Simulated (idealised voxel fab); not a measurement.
Module name: voxel trench capacitor (process module)
Displayed cross-section: cut, width of 255 nm, square cells sized 5 nm.
Square cells in a grid make up a cross-section in this document, and the grid is given as bands, listed from the top down, each one or more rows of cells. Heights first: top, then bottom, in nm. Then materials, left to right, each with a width in nm. "full width" on a single material: fills the band edge to edge. "empty": empty space. Basically, 0 is our baseline, since under it the wafer straight out of the box is all one material. The bottom band has no lower end and keeps on going down, so it looks like "0 and below". A width such as "30 to 40" changes by the same amount from each row of cells to the next, from the band's top row to its bottom row. "nothing was modified" for a step: no cell of the cross-section changed in that step. Enclosed empty spaces: empty space of 8 cells or more with no open way to the top, each as width x height at its distance from the left edge, in nm. On a step's line, text after the settings is the simulator commenting on that step. When a step includes a mask, the "overlay nm" setting on its line states how far to the right of its planned place that mask lay, and negative values state how far to the left.

THE PROCESS STEPS THAT WERE PLANNED ARE LISTED BELOW
1 RECEIVE (material Si)
2 CONFORMAL_DEP (material SiN; thk nm 5)
3 PATTERN (tone open; mask id TRENCH; material resist; width nm 25; pitch nm 40; thk nm 20; overlay nm 0)
4 DIRECTIONAL_ETCH (etch materials SiN; depth nm 5)
5 DIRECTIONAL_ETCH (etch materials Si; depth nm 30)
6 STRIP (etch materials resist)
7 CONFORMAL_DEP (material HfO2; thk nm 5)
8 CONFORMAL_DEP (material TiN; thk nm 5)
9 FILL_DEP (material W; thk nm 5)
10 CMP (height nm 5)

CROSS-SECTION: WAFER ON ARRIVAL = AFTER STEP 1
* 0 and below = Si full width
* Enclosed empty spaces: none

THE FOLLOWING CROSS-SECTION DEPICTS THE WAFER UPON CONCLUSION OF THE MODULE. PROCESSING COMMENCED FROM THE STARTING CONDITION ILLUSTRATED ABOVE AND ADHERED TO THE PLAN ILLUSTRATED ABOVE, SAVE FOR ONE MISTAKE IN EXECUTION
* 5 down to 0 = SiN (100); HfO2 (5); TiN (5); HfO2 (5); SiN (25); HfO2 (5); TiN (5); HfO2 (5); SiN (100)
* 0 down to -25 = Si (100); HfO2 (5); TiN (5); HfO2 (5); Si (25); HfO2 (5); TiN (5); HfO2 (5); Si (100)
* -25 down to -30 = Si (100); HfO2 (15); Si (25); HfO2 (15); Si (100)
* -30 and below = Si full width
* Enclosed empty spaces: none
Deviation noted in wafer processing: for step 3, the planned setting was not used; the step was instead run as PATTERN (tone open; mask id TRENCH; material resist; width nm 15; pitch nm 40; thk nm 20; overlay nm 0)
